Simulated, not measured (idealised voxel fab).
The following is a process module called voxel self aligned contacts.
Section cut is 285 nm wide and gridded with 5 nm square cells.
Cross-section = grid of square cells, listed top down in bands; band = one or more rows.
Look at the band entry: it leads with the top's height and the bottom's height in nm. Then it lists the materials left to right, with a width in nm for each. The word "throughout" on a single material says that material fills the band edge to edge. The word "blank" is empty space.
A quick word on heights: they are counted from 0, and under that level the wafer as it came to us is one material throughout. The lowest band is different from the rest in having no bottom; it simply continues downward, written as in "0 down".
Note: "30..40" means the width goes from the first number (top row of the band) to the second number (bottom row) in equal steps per row of cells.
"stayed the same" (step): cross-section cells unchanged, all of them.
"Non-vented voids": empty spaces of 8 cells or more with no open way to the top, each given as width x height at distance, distance from the left edge, all in nm.
Read whatever lies past the settings on a step's line as the simulator's own remark about the step.
overlay nm: on a step with a mask, how far right of its planned place the mask lay; negative means left.

-- The planned process steps are enumerated hereunder
1) RECEIVE (material Si)
2) CONFORMAL_DEP (material SiO2; thk nm 5)
3) DIRECTIONAL_DEP (material polySi; thk nm 25)
4) DIRECTIONAL_DEP (material SiN; thk nm 15)
5) DIRECTIONAL_DEP (material aC; thk nm 15)
6) PATTERN (tone cover; mask id GATE; material resist; width nm 35; pitch nm 60; thk nm 30; overlay nm 0)
7) DIRECTIONAL_ETCH (etch materials aC; depth nm 15)
8) STRIP (etch materials resist)
9) DIRECTIONAL_ETCH (etch materials SiN; depth nm 15)
10) DIRECTIONAL_ETCH (etch materials polySi; depth nm 25)
11) STRIP (etch materials aC)
12) CONFORMAL_DEP (material SiN; thk nm 5)
13) DIRECTIONAL_ETCH (etch materials SiN; depth nm 5)
14) FILL_DEP (material SiO2; thk nm 15)
15) CMP (height nm 55)
16) DIRECTIONAL_DEP (material aC; thk nm 15)
17) PATTERN (tone open; mask id CONTACT; material resist; width nm 45; pitch nm 60; thk nm 35; overlay nm 0)
18) DIRECTIONAL_ETCH (etch materials aC; depth nm 15)
19) STRIP (etch materials resist)
20) DIRECTIONAL_ETCH (etch materials SiO2; depth nm 55)
21) STRIP (etch materials aC)
22) CONFORMAL_DEP (material TiN; thk nm 5)
23) FILL_DEP (material Ru; thk nm 5)
24) CMP (height nm 55)
25) CONFORMAL_DEP (material SiCN; thk nm 5)

-- Wafer as received: cross-section following step 1
> 0 down: Si throughout
> Non-vented voids: none

-- Same starting wafer, same plan as above, one mistake in the execution; this is the cross-section at the end of the module
> 60 to 55: SiCN throughout
> 55 to 45: SiO2 95 | TiN 5..15 | Ru 25..5 | TiN 5..15 | SiO2 25 | TiN 5..15 | Ru 25..5 | TiN 5..15 | SiO2 95
> 45 to 30: SiO2 60 | SiN 45 | TiN 5 | Ru 5 | TiN 5 | SiN 45 | TiN 5 | Ru 5 | TiN 5 | SiN 45 | SiO2 60
> 30 to 5: SiO2 60 | SiN 5 | polySi 35 | SiN 5 | TiN 5 | Ru 5 | TiN 5 | SiN 5 | polySi 35 | SiN 5 | TiN 5 | Ru 5 | TiN 5 | SiN 5 | polySi 35 | SiN 5 | SiO2 60
> 5 to 0: SiO2 105 | TiN 15 | SiO2 45 | TiN 15 | SiO2 105
> 0 down: Si throughout
> Non-vented voids: none
In executing the process, a mistake was made relative to the plan: step 17: run off-plan, actual operation and settings PATTERN (tone open; mask id CONTACT; material resist; width nm 35; pitch nm 60; thk nm 35; overlay nm 0)
